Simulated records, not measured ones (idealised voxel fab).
This section sets out a process module, namely voxel gate over fins.
FYI the section here is cut, 235 nm wide, cells are 5 nm squares.
Bands, listed from the top down, are how a cross-section gets written in this document; the cross-section itself is a grid of square cells, and a band is one or more rows of them.
Read a band's entry like this: the first values are the height of its top and the height of its bottom in nm, and what follows is the sequence of materials from left to right, each with its width in nm. Note that "blank" is empty space, and that a single material marked "throughout" reaches across the band from edge to edge.
Heights are measured from 0, the level below which the as-received wafer is all one material; the lowest band has no bottom and continues downward, written as in "0 down".
Width "30 to 40": first value at the band's top row of cells, second value at its bottom row, equal change from row to row.
Where the words "everything unchanged" appear for a step, the cross-section shows no cell changed by that step; every cell remained as before.
In "Closed cavities" the enclosed voids are listed, meaning empty spaces of 8 cells or larger without any opening to the top. The form is width x height at distance, distance from the left edge, units nm.
Past the settings on a step's line: simulator remark, on that step.
"overlay nm", when on a step's line for a step with a mask, measures how far to the right of its planned place the mask lay; a negative measure means to the left.
[plan]
| 1 | RECEIVE: material Si |
| 2 | CONFORMAL_DEP: material SiN, thk nm 5 |
| 3 | PATTERN: tone cover, mask id FINS, material resist, width nm 15, pitch nm 35, thk nm 15, overlay nm 0 |
| 4 | DIRECTIONAL_ETCH: etch materials SiN, depth nm 5 |
| 5 | DIRECTIONAL_ETCH: etch materials Si, depth nm 35 |
| 6 | STRIP: etch materials resist |
| 7 | FILL_DEP: material SiO2, thk nm 5 |
| 8 | CMP: height nm 5 |
| 9 | SELECTIVE_ETCH: etch materials SiO2, depth nm 15 |
| 10 | STRIP: etch materials SiN |
| 11 | CONFORMAL_DEP: material HfO2, thk nm 5 |
| 12 | CONFORMAL_DEP: material TiN, thk nm 5 |
| 13 | FILL_DEP: material W, thk nm 10 |
| 14 | CMP: height nm 15 |
| 15 | CONFORMAL_DEP: material SiN, thk nm 5 |
[Wafer at receipt (post step 1), cross-section]
0 down = Si throughout
Closed cavities: none
[Run as planned - first of the two wafers cross-sectioned at the end of the module]
20 to 15 = SiN throughout
15 to 10 = W throughout
10 to 5 = 65 of W, 105 of TiN, 65 of W
5 to 0 = 65 of W, 5 of TiN, 25 of HfO2, 10 of TiN, 25 of HfO2, 10 of TiN, 25 of HfO2, 5 of TiN, 65 of W
0 to -5 = 70 of TiN, 5 of HfO2, 15 of Si, 5 of HfO2, 10 of TiN, 5 of HfO2, 15 of Si, 5 of HfO2, 10 of TiN, 5 of HfO2, 15 of Si, 5 of HfO2, 70 of TiN
-5 to -10 = 75 of HfO2, 15 of Si, 20 of HfO2, 15 of Si, 20 of HfO2, 15 of Si, 75 of HfO2
-10 to -35 = 75 of SiO2, 15 of Si, 20 of SiO2, 15 of Si, 20 of SiO2, 15 of Si, 75 of SiO2
-35 down = Si throughout
Closed cavities: none
[Cross-section, wafer two of two, end of module: same start and plan as wafer one, one error in execution]
20 to 15 = SiN throughout
15 to 5 = W throughout
5 to 0 = 70 of W, 25 of TiN, 10 of W, 25 of TiN, 10 of W, 25 of TiN, 70 of W
0 to -5 = 70 of W, 5 of TiN, 15 of Si, 5 of TiN, 10 of W, 5 of TiN, 15 of Si, 5 of TiN, 10 of W, 5 of TiN, 15 of Si, 5 of TiN, 70 of W
-5 to -10 = 75 of TiN, 15 of Si, 20 of TiN, 15 of Si, 20 of TiN, 15 of Si, 75 of TiN
-10 to -35 = 75 of SiO2, 15 of Si, 20 of SiO2, 15 of Si, 20 of SiO2, 15 of Si, 75 of SiO2
-35 down = Si throughout
Closed cavities: none
Where did the run depart from the plan? plan step 11 skipped
Wafer comparison, final, in cells, second relative to first, materials more or fewer: -59 HfO2 | +59 W
